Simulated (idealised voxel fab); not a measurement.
The document below concerns the process module designated voxel double patterning.
Displayed cross-section: cut, width of 225 nm, square cells sized 5 nm.
If you're reading a cross-section in this doc, picture square cells in a grid; it comes to you as bands, top ones listed first down to the bottom, and a band can be one or more rows of cells.
Quick guide to a band line: top height, bottom height (nm) up front; then every material left to right with its width in nm. Only one material and it's marked "everywhere"? Then it fills the band edge to edge. And "blank" just means empty space.
Height reference: 0 = level under which incoming wafer is all one material. Lowest band: no bottom, runs on downward, e.g. "z 0 and below".
Quick explanation for "30 to 40": the width changes in equal steps down the rows of cells, from the first number in the band's top row to the second number in its bottom row.
The cross-section has no changed cell in any step marked "changes: none".
The entry titled "Enclosed cavities" provides the empty spaces that have no open way to the top, restricted to those of 8 cells or more. Each is presented as width x height at distance, the distance being measured from the left edge, with all three in nm.
Read whatever lies past the settings on a step's line as the simulator's own remark about the step.
The "overlay nm" setting may appear on a step's line; for a step that uses a mask, it gives how far to the right of its planned position the mask lay, and a negative value indicates the left.

Planned step list for the process
| 1 | RECEIVE | material Si |
| 2 | CONFORMAL_DEP | material SiO2 | thk nm 5 |
| 3 | DIRECTIONAL_DEP | material W | thk nm 20 |
| 4 | DIRECTIONAL_DEP | material SiCN | thk nm 5 |
| 5 | DIRECTIONAL_DEP | material aC | thk nm 15 |
| 6 | PATTERN | tone open | mask id FIRST | material resist | width nm 15 | pitch nm 50 | thk nm 35 | overlay nm 0 |
| 7 | DIRECTIONAL_ETCH | etch materials aC | depth nm 15 |
| 8 | STRIP | etch materials resist |
| 9 | DIRECTIONAL_ETCH | etch materials SiCN | depth nm 10 |
| 10 | STRIP | etch materials aC |
| 11 | DIRECTIONAL_DEP | material aC | thk nm 10 |
| 12 | PATTERN | tone open | mask id SECOND | material resist | width nm 15 | thk nm 25 | overlay nm 0 |
| 13 | DIRECTIONAL_ETCH | etch materials aC | depth nm 10 |
| 14 | STRIP | etch materials resist |
| 15 | DIRECTIONAL_ETCH | etch materials SiCN | depth nm 10 |
| 16 | STRIP | etch materials aC |
| 17 | DIRECTIONAL_ETCH | etch materials W | depth nm 20 |
| 18 | STRIP | etch materials SiCN |
The wafers in this document start out alike and differ in the thk nm applied at step 4; the plan shows the value used for the first wafer.

Cross-section, first of several wafers, as delivered after step 1
z 0 and below: Si everywhere
Enclosed cavities: none

Here is the cross-section of the first of several wafers at the end of the module, after its last step, step 18
z 25 to 5: 80 nm W; 15 nm blank; 10 nm W; 15 nm blank; 10 nm W; 15 nm blank; 80 nm W
z 5 to 0: SiO2 everywhere
z 0 and below: Si everywhere
Enclosed cavities: none

Here we cross-sectioned the last of the wafers once the module was done
z 25 to 5: W everywhere
z 5 to 0: SiO2 everywhere
z 0 and below: Si everywhere
Enclosed cavities: none

Per wafer, end of module: cells gained (+) or lost (-) per material since receipt, then closed voids
thk nm 5, +45 SiO2, +144 W, Enclosed cavities: none
thk nm 10, +45 SiO2, +144 W, Enclosed cavities: none
thk nm 15, +45 SiO2, +180 W, Enclosed cavities: none
thk nm 20, +45 SiO2, +180 W, Enclosed cavities: none
thk nm 25, +45 SiO2, +180 W, Enclosed cavities: none
